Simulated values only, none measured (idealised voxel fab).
Presented below is a process module, voxel local oxidation.
The cross-section on display is named cut; it measures 145 nm wide, and its cells are 5 nm squares.
Cross-section layout: square cells on a grid; listed as bands, top to bottom; a band spans one or more cell rows. Band: top height; bottom height; in nm. Then, left to right: material with width in nm, for each material. "edge to edge": a single material spanning edge to edge. "blank": empty space. Heights are reckoned from 0. Under this level, the received wafer is all of one material. The bottommost band is open-ended downward, for example "0 nm and below". With a width like "30 to 40", each row of cells in the band differs from the next by the same amount, the top row carrying the first number and the bottom row the second. "stayed the same" -> step changed no cross-section cell. The entry "Encapsulated voids" lists the empty spaces that cover at least 8 cells and have no open path to the top. Each is written as width x height at distance, where the distance is measured from the left edge and all three values are in nm. Text after the settings on a step's line: the simulator's own remark on that step. The line of a step may include "overlay nm". On a step with a mask, this value is how far to the right of its planned place the mask lay. A negative value means the mask lay to the left.
Planned step list for the process
step 1: RECEIVE: material Si
step 2: CONFORMAL_DEP: material SiO2, thk nm 5
step 3: CONFORMAL_DEP: material SiN, thk nm 10
step 4: PATTERN: tone cover, mask id ACTIVE, material resist, width nm 115, thk nm 20, overlay nm 0
step 5: DIRECTIONAL_ETCH: etch materials SiN, depth nm 10
step 6: STRIP: etch materials resist
step 7: SELECTIVE_ETCH: etch materials SiO2, depth nm 5
step 8: OXIDIZE: depth nm 10
step 9: STRIP: etch materials SiN
Wafer, first of two, run as planned
Wafer as received: cross-section following step 1
0 nm and below = Si edge to edge
Encapsulated voids: none
Upon completion of step 2, the wafer appears in cross-section as shown
5 nm to 0 nm = SiO2 edge to edge
Below 0, no change.
Upon completion of step 3, the wafer appears in cross-section as shown
15 nm to 5 nm = SiN edge to edge
Below 5, no change.
Upon completion of step 4, the wafer appears in cross-section as shown
35 nm to 15 nm = 15 nm blank | 115 nm resist | 15 nm blank
Below 15, no change.
Upon completion of step 5, the wafer appears in cross-section as shown
35 nm to 15 nm = 15 nm blank | 115 nm resist | 15 nm blank
15 nm to 5 nm = 15 nm blank | 115 nm SiN | 15 nm blank
Below 5, no change.
Upon completion of step 6, the wafer appears in cross-section as shown
15 nm to 5 nm = 15 nm blank | 115 nm SiN | 15 nm blank
Below 5, no change.
Upon completion of step 7, the wafer appears in cross-section as shown
15 nm to 5 nm = 15 nm blank | 115 nm SiN | 15 nm blank
5 nm to 0 nm = 20 nm blank | 105 nm SiO2 | 20 nm blank
Below 0, no change.
Upon completion of step 8, the wafer appears in cross-section as shown
15 nm to 5 nm = 15 nm blank | 115 nm SiN | 15 nm blank
5 nm to 0 nm = 20 nm blank | 105 nm SiO2 | 20 nm blank
0 nm to -10 nm = 30 nm SiO2 | 85 nm Si | 30 nm SiO2
Below -10, no change.
Upon completion of step 9, the wafer appears in cross-section as shown
5 nm to 0 nm = 20 nm blank | 105 nm SiO2 | 20 nm blank
Below 0, no change.
Second Wafer (Identical Start and Plan, One Processing Error; Matches First Wafer Through Step 1)
Second wafer: cross-section at the scheduled end of step 2
15 nm to 0 nm = SiO2 edge to edge
Below 0, no change.
Second wafer: cross-section at the scheduled end of step 3
25 nm to 15 nm = SiN edge to edge
Below 15, no change.
Second wafer: cross-section at the scheduled end of step 4
45 nm to 25 nm = 15 nm blank | 115 nm resist | 15 nm blank
Below 25, no change.
Second wafer: cross-section at the scheduled end of step 5
45 nm to 25 nm = 15 nm blank | 115 nm resist | 15 nm blank
25 nm to 15 nm = 15 nm blank | 115 nm SiN | 15 nm blank
Below 15, no change.
Second wafer: cross-section at the scheduled end of step 6
25 nm to 15 nm = 15 nm blank | 115 nm SiN | 15 nm blank
Below 15, no change.
Second wafer: cross-section at the scheduled end of step 7
25 nm to 15 nm = 15 nm blank | 115 nm SiN | 15 nm blank
15 nm to 10 nm = 20 nm blank | 105 nm SiO2 | 20 nm blank
Below 10, no change.
Second wafer: cross-section at the scheduled end of step 8: stayed the same
Second wafer: cross-section at the scheduled end of step 9
15 nm to 10 nm = 20 nm blank | 105 nm SiO2 | 20 nm blank
Below 10, no change.
Finding, execution versus plan: planned and actual differ for step 2; actual: CONFORMAL_DEP: material SiO2, thk nm 15
Count the cells at the end and the second wafer has more or fewer of some materials than the first: +24 Si | +34 SiO2
